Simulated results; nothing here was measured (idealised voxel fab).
Process module, titled voxel transistor to metal
Each square cell in cross-section cut measures 5 nm, and the section as a whole is 295 nm wide.
Cross-section spec: square-cell grid; bands listed top down; each band is one or more rows.
Quick guide to a band line: top height, bottom height (nm) up front; then every material left to right with its width in nm. Only one material and it's marked "full width"? Then it fills the band edge to edge. And "air" just means empty space.
All heights in this document are referenced to 0, defined as the level beneath which the wafer, as received, consists entirely of one material. The lowest band is not bounded below; it extends indefinitely downward and is written in the form "0 and below".
A two-number width, for instance "30 to 40", indicates that the width is equal to the first number in the top row of the band and to the second number in the bottom row, and that it changes by a constant amount per row of cells.
Where the words "no alteration" appear for a step, the cross-section shows no cell changed by that step; every cell remained as before.
Basically, "Trapped void list" tells you about the enclosed voids: empty spaces with no open way to the top, 8 cells or bigger, each written width x height at distance, where distance is from the left edge, all in nm.
On a step's line, text after the settings is the simulator commenting on that step.
A step line may carry the setting "overlay nm", which, for steps involving a mask, states the distance by which the mask lay to the right of its intended position; negative values denote displacement to the left.

The planned process steps are enumerated hereunder
| 1 | RECEIVE: material Si |
| 2 | OXIDIZE: depth nm 5 |
| 3 | CONFORMAL_DEP: material SiN, thk nm 15 |
| 4 | MASKED_ETCH: tone cover, mask id ACTIVE, width nm 115, pitch nm 135, etch materials SiN, depth nm 15, overlay nm 0 |
| 5 | MASKED_ETCH: tone cover, mask id ACTIVE, width nm 115, pitch nm 135, etch materials SiO2, depth nm 5, overlay nm 0 |
| 6 | MASKED_ETCH: tone cover, mask id ACTIVE, width nm 115, pitch nm 135, etch materials Si, depth nm 35, overlay nm 0 |
| 7 | FILL_DEP: material SiO2, thk nm 15 |
| 8 | CMP: height nm 15 |
| 9 | SELECTIVE_ETCH: etch materials SiO2, depth nm 5 |
| 10 | STRIP: etch materials SiN |
| 11 | SELECTIVE_ETCH: etch materials SiO2, depth nm 5 |
| 12 | OXIDIZE: depth nm 5 |
| 13 | DIRECTIONAL_DEP: material polySi, thk nm 20 |
| 14 | DIRECTIONAL_DEP: material SiCN, thk nm 15 |
| 15 | DIRECTIONAL_DEP: material aC, thk nm 15 |
| 16 | PATTERN: tone cover, mask id GATE, material resist, width nm 15, pitch nm 135, thk nm 35, overlay nm 0 |
| 17 | DIRECTIONAL_ETCH: etch materials aC, depth nm 15 |
| 18 | STRIP: etch materials resist |
| 19 | DIRECTIONAL_ETCH: etch materials SiCN, depth nm 25 |
| 20 | DIRECTIONAL_ETCH: etch materials polySi, depth nm 30 |
| 21 | STRIP: etch materials aC |
| 22 | CONFORMAL_DEP: material SiN, thk nm 5 |
| 23 | DIRECTIONAL_ETCH: etch materials SiN, depth nm 5 |
| 24 | DIRECTIONAL_ETCH: etch materials SiO2, depth nm 5 |
| 25 | DIRECTIONAL_ETCH: etch materials Si, depth nm 5 |
| 26 | EPI: material pSi, thk nm 10 |
| 27 | FILL_DEP: material SiO2, thk nm 10 |
| 28 | CMP: height nm 30 |
| 29 | DIRECTIONAL_DEP: material SiO2, thk nm 15 |
| 30 | MASKED_ETCH: tone open, mask id CONTACT, width nm 20, etch materials SiO2, depth nm 50, overlay nm 0 |
| 31 | CONFORMAL_DEP: material TiN, thk nm 5 |
| 32 | FILL_DEP: material W, thk nm 10 |
| 33 | CMP: height nm 45 |
| 34 | DIRECTIONAL_DEP: material TiN, thk nm 5 |
| 35 | DIRECTIONAL_DEP: material Ru, thk nm 20 |
| 36 | DIRECTIONAL_DEP: material aC, thk nm 15 |
| 37 | PATTERN: tone cover, mask id METAL_1, material resist, width nm 20, thk nm 30, overlay nm 0 |
| 38 | DIRECTIONAL_ETCH: etch materials aC, depth nm 15 |
| 39 | STRIP: etch materials resist |
| 40 | DIRECTIONAL_ETCH: etch materials Ru, depth nm 20 |
| 41 | DIRECTIONAL_ETCH: etch materials TiN, depth nm 5 |
| 42 | STRIP: etch materials aC |
| 43 | CONFORMAL_DEP: material SiCN, thk nm 5 |
| 44 | FILL_DEP: material SiO2, thk nm 10 |
| 45 | CMP: height nm 70 |
| 46 | CONFORMAL_DEP: material SiN, thk nm 5 |

Shown in cross-section is the wafer as received, that is, as it stands after step 1
* 0 and below | Si full width
* Trapped void list: none

Here's the cross-section of the first of our two wafers at the end of the module - it ran as planned
* 75 down to 70 | SiN full width
* 70 down to 50 | SiO2 25 nm, then SiCN 5 nm, then Ru 20 nm, then SiCN 5 nm, then SiO2 45 nm, then SiCN 5 nm, then Ru 20 nm, then SiCN 5 nm, then SiO2 30 nm, then SiCN 5 nm, then Ru 20 nm, then SiCN 5 nm, then SiO2 45 nm, then SiCN 5 nm, then Ru 20 nm, then SiCN 5 nm, then SiO2 30 nm
* 50 down to 45 | SiCN 30 nm, then TiN 20 nm, then SiCN 55 nm, then TiN 20 nm, then SiCN 40 nm, then TiN 20 nm, then SiCN 55 nm, then TiN 20 nm, then SiCN 35 nm
* 45 down to 30 | SiO2 30 nm, then TiN 5 nm, then W 10 nm, then TiN 5 nm, then SiO2 55 nm, then TiN 5 nm, then W 10 nm, then TiN 5 nm, then SiO2 40 nm, then TiN 5 nm, then W 10 nm, then TiN 5 nm, then SiO2 55 nm, then TiN 5 nm, then W 10 nm, then TiN 5 nm, then SiO2 35 nm
* 30 down to 15 | SiO2 30 nm, then TiN 5 nm, then W 10 nm, then TiN 5 nm, then SiO2 15 nm, then SiN 5 nm, then SiCN 15 nm, then SiN 5 nm, then SiO2 15 nm, then TiN 5 nm, then W 10 nm, then TiN 5 nm, then SiO2 40 nm, then TiN 5 nm, then W 10 nm, then TiN 5 nm, then SiO2 15 nm, then SiN 5 nm, then SiCN 15 nm, then SiN 5 nm, then SiO2 15 nm, then TiN 5 nm, then W 10 nm, then TiN 5 nm, then SiO2 35 nm
* 15 down to 5 | SiO2 30 nm, then TiN 5 nm, then W 10 nm, then TiN 5 nm, then SiO2 15 nm, then SiN 5 nm, then polySi 15 nm, then SiN 5 nm, then SiO2 15 nm, then TiN 5 nm, then W 10 nm, then TiN 5 nm, then SiO2 40 nm, then TiN 5 nm, then W 10 nm, then TiN 5 nm, then SiO2 15 nm, then SiN 5 nm, then polySi 15 nm, then SiN 5 nm, then SiO2 15 nm, then TiN 5 nm, then W 10 nm, then TiN 5 nm, then SiO2 35 nm
* 5 down to 0 | SiO2 15 nm, then SiN 5 nm, then SiO2 10 nm, then TiN 5 nm, then W 10 nm, then TiN 5 nm, then SiO2 15 nm, then SiN 5 nm, then polySi 15 nm, then SiN 5 nm, then SiO2 15 nm, then TiN 5 nm, then W 10 nm, then TiN 5 nm, then SiO2 10 nm, then SiN 5 nm, then SiO2 10 nm, then SiN 5 nm, then SiO2 10 nm, then TiN 5 nm, then W 10 nm, then TiN 5 nm, then SiO2 15 nm, then SiN 5 nm, then polySi 15 nm, then SiN 5 nm, then SiO2 15 nm, then TiN 5 nm, then W 10 nm, then TiN 5 nm, then SiO2 10 nm, then SiN 5 nm, then SiO2 20 nm
* 0 down to -5 | SiO2 15 nm, then SiN 5 nm, then SiO2 10 nm, then TiN 20 nm, then SiO2 5 nm, then pSi 10 nm, then SiN 5 nm, then polySi 15 nm, then SiN 5 nm, then pSi 10 nm, then SiO2 5 nm, then TiN 20 nm, then SiO2 10 nm, then SiN 5 nm, then SiO2 10 nm, then SiN 5 nm, then SiO2 10 nm, then TiN 20 nm, then SiO2 5 nm, then pSi 10 nm, then SiN 5 nm, then polySi 15 nm, then SiN 5 nm, then pSi 10 nm, then SiO2 5 nm, then TiN 20 nm, then SiO2 10 nm, then SiN 5 nm, then SiO2 20 nm
* -5 down to -10 | SiO2 20 nm, then pSi 45 nm, then SiO2 25 nm, then pSi 45 nm, then SiO2 20 nm, then pSi 45 nm, then SiO2 25 nm, then pSi 45 nm, then SiO2 25 nm
* -10 down to -15 | SiO2 20 nm, then pSi 45 nm, then Si 25 nm, then pSi 45 nm, then SiO2 20 nm, then pSi 45 nm, then Si 25 nm, then pSi 45 nm, then SiO2 25 nm
* -15 down to -40 | SiO2 20 nm, then Si 115 nm, then SiO2 20 nm, then Si 115 nm, then SiO2 25 nm
* -40 and below | Si full width
* Trapped void list: none

Wafer two, sectioned after the module: the first wafer's start, the first wafer's plan, and one mistake in how it was run
* 75 down to 70 | SiN full width
* 70 down to 50 | SiO2 25 nm, then SiCN 5 nm, then Ru 20 nm, then SiCN 5 nm, then SiO2 45 nm, then SiCN 5 nm, then Ru 20 nm, then SiCN 5 nm, then SiO2 30 nm, then SiCN 5 nm, then Ru 20 nm, then SiCN 5 nm, then SiO2 45 nm, then SiCN 5 nm, then Ru 20 nm, then SiCN 5 nm, then SiO2 30 nm
* 50 down to 45 | SiCN 30 nm, then TiN 20 nm, then SiCN 55 nm, then TiN 20 nm, then SiCN 40 nm, then TiN 20 nm, then SiCN 55 nm, then TiN 20 nm, then SiCN 35 nm
* 45 down to 30 | SiO2 30 nm, then TiN 5 nm, then W 10 nm, then TiN 5 nm, then SiO2 55 nm, then TiN 5 nm, then W 10 nm, then TiN 5 nm, then SiO2 40 nm, then TiN 5 nm, then W 10 nm, then TiN 5 nm, then SiO2 55 nm, then TiN 5 nm, then W 10 nm, then TiN 5 nm, then SiO2 35 nm
* 30 down to 15 | SiO2 30 nm, then TiN 5 nm, then W 10 nm, then TiN 5 nm, then SiO2 15 nm, then SiN 5 nm, then SiCN 15 nm, then SiN 5 nm, then SiO2 15 nm, then TiN 5 nm, then W 10 nm, then TiN 5 nm, then SiO2 40 nm, then TiN 5 nm, then W 10 nm, then TiN 5 nm, then SiO2 15 nm, then SiN 5 nm, then SiCN 15 nm, then SiN 5 nm, then SiO2 15 nm, then TiN 5 nm, then W 10 nm, then TiN 5 nm, then SiO2 35 nm
* 15 down to 5 | SiO2 30 nm, then TiN 5 nm, then W 10 nm, then TiN 5 nm, then SiO2 15 nm, then SiN 5 nm, then polySi 15 nm, then SiN 5 nm, then SiO2 15 nm, then TiN 5 nm, then W 10 nm, then TiN 5 nm, then SiO2 40 nm, then TiN 5 nm, then W 10 nm, then TiN 5 nm, then SiO2 15 nm, then SiN 5 nm, then polySi 15 nm, then SiN 5 nm, then SiO2 15 nm, then TiN 5 nm, then W 10 nm, then TiN 5 nm, then SiO2 35 nm
* 5 down to 0 | SiO2 15 nm, then SiN 5 nm, then SiO2 10 nm, then TiN 5 nm, then W 10 nm, then TiN 5 nm, then SiO2 15 nm, then SiN 5 nm, then polySi 15 nm, then SiN 5 nm, then SiO2 15 nm, then TiN 5 nm, then W 10 nm, then TiN 5 nm, then SiO2 10 nm, then SiN 5 nm, then SiO2 10 nm, then SiN 5 nm, then SiO2 10 nm, then TiN 5 nm, then W 10 nm, then TiN 5 nm, then SiO2 15 nm, then SiN 5 nm, then polySi 15 nm, then SiN 5 nm, then SiO2 15 nm, then TiN 5 nm, then W 10 nm, then TiN 5 nm, then SiO2 10 nm, then SiN 5 nm, then SiO2 20 nm
* 0 down to -5 | SiO2 15 nm, then SiN 5 nm, then SiO2 10 nm, then TiN 20 nm, then SiO2 5 nm, then pSi 10 nm, then SiN 5 nm, then polySi 15 nm, then SiN 5 nm, then pSi 10 nm, then SiO2 5 nm, then TiN 20 nm, then SiO2 10 nm, then SiN 5 nm, then SiO2 10 nm, then SiN 5 nm, then SiO2 10 nm, then TiN 20 nm, then SiO2 5 nm, then pSi 10 nm, then SiN 5 nm, then polySi 15 nm, then SiN 5 nm, then pSi 10 nm, then SiO2 5 nm, then TiN 20 nm, then SiO2 10 nm, then SiN 5 nm, then SiO2 20 nm
* -5 down to -10 | SiO2 20 nm, then pSi 45 nm, then SiO2 25 nm, then pSi 45 nm, then SiO2 20 nm, then pSi 45 nm, then SiO2 25 nm, then pSi 45 nm, then SiO2 25 nm
* -10 down to -15 | SiO2 20 nm, then pSi 45 nm, then Si 25 nm, then pSi 45 nm, then SiO2 20 nm, then pSi 45 nm, then Si 25 nm, then pSi 45 nm, then SiO2 25 nm
* -15 down to -75 | SiO2 20 nm, then Si 115 nm, then SiO2 20 nm, then Si 115 nm, then SiO2 25 nm
* -75 and below | Si full width
* Trapped void list: none
Want to know what went wrong? plan step 6 ran twice
Final cells, second wafer relative to first, materials higher or lower: 91 fewer of Si; 91 more of SiO2
